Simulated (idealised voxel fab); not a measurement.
process module | voxel self aligned contacts
cross-section cut | 225 nm wide | cells 5 nm
A cross-section is a grid of square cells, given in bands from the top down. A band is one or more rows of cells.
Each band's line starts with the height of the band's top and of its bottom, in nm. Then come its materials from left to right, each with its width in nm. One material with "throughout" fills the band from edge to edge. "air" is empty space.
Height 0 is the level under which the wafer as received is all one material. The lowest band goes on downwards, as in "0 down".
A width such as "30 to 40" changes by the same amount from each row of cells to the next, from the band's top row to its bottom row.
"no change" after a step means that no cell of the cross-section changed.
closed voids: empty space of 8 cells or more with no open way to the top, each as width x height at its distance from the left edge, in nm
after a step's settings: what the simulator itself notes on the step
overlay nm, on a step with a mask: how far to the right of its planned place the mask lay; to the left if negative
plan
1 op RECEIVE | material Si
2 op OXIDIZE | depth nm 5
3 op DIRECTIONAL_DEP | material polySi | thk nm 30
4 op DIRECTIONAL_DEP | material SiN | thk nm 15
5 op MASKED_ETCH | tone cover | mask id GATE | width nm 20 | pitch nm 55 | etch materials SiN | depth nm 15 | overlay nm 0
6 op MASKED_ETCH | tone cover | mask id GATE | width nm 30 | pitch nm 55 | etch materials polySi | depth nm 30 | overlay nm 0
7 op CONFORMAL_DEP | material SiN | thk nm 5
8 op DIRECTIONAL_ETCH | etch materials SiN | depth nm 5
9 op FILL_DEP | material SiO2 | thk nm 20
10 op CMP | height nm 55
11 op MASKED_ETCH | tone open | mask id CONTACT | width nm 35 | pitch nm 55 | etch materials SiO2 | depth nm 60 | overlay nm 0
12 op CONFORMAL_DEP | material TiN | thk nm 5
13 op FILL_DEP | material W | thk nm 10
14 op CMP | height nm 55
15 op CONFORMAL_DEP | material SiN | thk nm 5
varied across the wafers: width nm of step 5. The plan shows the first wafer's value. All wafers start alike
first wafer as received, after step 1
  0 down: Si throughout
  closed voids: none
first wafer at the end, after step 15
  60 to 55: SiN throughout
  55 to 45: SiO2 65 | TiN 5 to 10 | W 25 to 15 | TiN 5 to 10 | SiO2 20 | TiN 5 to 10 | W 25 to 15 | TiN 5 to 10 | SiO2 70
  45 to 35: SiO2 40 | SiN 30 | TiN 5 | W 15 | TiN 5 | SiN 30 | TiN 5 | W 15 | TiN 5 | SiN 30 | SiO2 45
  35 to 30: SiO2 40 | SiN 30 | TiN 10 | W 5 | TiN 10 | SiN 30 | TiN 10 | W 5 | TiN 10 | SiN 30 | SiO2 45
  30 to 0: SiO2 35 | SiN 5 | polySi 30 | SiN 5 | TiN 5 | W 5 | TiN 5 | SiN 5 | polySi 30 | SiN 5 | TiN 5 | W 5 | TiN 5 | SiN 5 | polySi 30 | SiN 5 | SiO2 40
  0 to -5: SiO2 75 | TiN 15 | SiO2 40 | TiN 15 | SiO2 80
  -5 down: Si throughout
  closed voids: none
last wafer at the end
  60 to 55: SiN throughout
  55 to 50: SiO2 65 | TiN 5 | W 25 | TiN 5 | SiO2 20 | TiN 5 | W 25 | TiN 5 | SiO2 70
  50 to 45: SiO2 65 | TiN 35 | SiO2 20 | TiN 35 | SiO2 70
  45 to 30: SiO2 30 | SiN 50 | TiN 5 | SiN 50 | TiN 5 | SiN 50 | SiO2 35
  30 to 0: SiO2 30 | SiN 5 | polySi 40 | SiN 5 | TiN 5 | SiN 5 | polySi 40 | SiN 5 | TiN 5 | SiN 5 | polySi 40 | SiN 5 | SiO2 35
  0 to -5: SiO2 80 | TiN 5 | SiO2 50 | TiN 5 | SiO2 85
  -5 down: Si throughout
  closed voids: none
each wafer at the end: cells of each material gained (+) or lost (-) since it was received, then its closed voids
width nm 20 | -45 Si | +135 SiN | +242 SiO2 | +58 TiN | +42 W | +108 polySi | closed voids: none
width nm 25 | -45 Si | +144 SiN | +239 SiO2 | +58 TiN | +36 W | +108 polySi | closed voids: none
width nm 30 | -45 Si | +153 SiN | +236 SiO2 | +58 TiN | +30 W | +108 polySi | closed voids: none
width nm 35 | -45 Si | +162 SiN | +229 SiO2 | +58 TiN | +10 W | +126 polySi | closed voids: none
width nm 40 | -45 Si | +171 SiN | +222 SiO2 | +38 TiN | +10 W | +144 polySi | closed voids: none
